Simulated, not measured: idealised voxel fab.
process module | voxel lift off
The cross-section on display is named cut; it measures 210 nm wide, and its cells are 5 nm squares.
A cross-section is written here as square cells arranged in a grid, and it is given in bands from the top down, each band taking up one or more rows of cells. Heads up on the band format: heights come first, top then bottom, in nm. After that it's the materials left to right, each with its width in nm. A single material flagged "all across" fills the whole band edge to edge, and "blank" means there's empty space there. We count height from 0. Below that, the starting wafer is all one material. The lowest band never ends at the bottom but goes on down; see "0 and below" for how that is written. Per-row width for "30..40": begins at first number (top row of band), ends at second number (bottom row), increment between rows held constant. When a step is marked "nothing altered", none of the cells in the cross-section changed during that step. Look at "Sealed voids" for the closed voids: empty spaces with no open path to the top, sized 8 cells or up. Each is width x height at distance, distance from the left edge, all nm. Read whatever lies past the settings on a step's line as the simulator's own remark about the step. overlay nm: mask right of planned place by this much (step with mask). Neg. = left.

[Planned process steps]
| 1 | op RECEIVE | material Si |
| 2 | op CONFORMAL_DEP | material SiO2 | thk nm 10 |
| 3 | op PATTERN | tone open | mask id LINES | material resist | width nm 20 | pitch nm 35 | thk nm 20 | overlay nm 0 |
| 4 | op DIRECTIONAL_DEP | material Ru | thk nm 10 |
| 5 | op STRIP | etch materials resist |
| 6 | op CONFORMAL_DEP | material SiN | thk nm 5 |

[This is the cross-section of the wafer as we received it, i.e. after step 1]
- 0 and below = Si all across
- Sealed voids: none

[Cross-sectional image of the first of two wafers at the end of the module, the run having proceeded as planned]
- 25 down to 20 = 70 nm blank, then 30 nm SiN, then 5 nm blank, then 30 nm SiN, then 75 nm blank
- 20 down to 15 = 70 nm blank, then 5 nm SiN, then 20 nm Ru, then 5 nm SiN, then 5 nm blank, then 5 nm SiN, then 20 nm Ru, then 5 nm SiN, then 75 nm blank
- 15 down to 10 = 75 nm SiN, then 20 nm Ru, then 15 nm SiN, then 20 nm Ru, then 80 nm SiN
- 10 down to 0 = SiO2 all across
- 0 and below = Si all across
- Sealed voids: none

[End-of-module cross-section of the second wafer: identical starting point and process plan to the first, with one processing mistake]
- 25 down to 15 = 70 nm blank, then 30 nm Ru, then 5 nm blank, then 30 nm Ru, then 75 nm blank
- 15 down to 10 = Ru all across
- 10 down to 0 = SiO2 all across
- 0 and below = Si all across
- Sealed voids: none
What broke from the plan during processing? so step 6 ended up running with a different setting than we planned, it ran as op CONFORMAL_DEP | material Ru | thk nm 5
Final wafer comparison in cells, second versus first, more or fewer per material: +50 Ru; -50 SiN
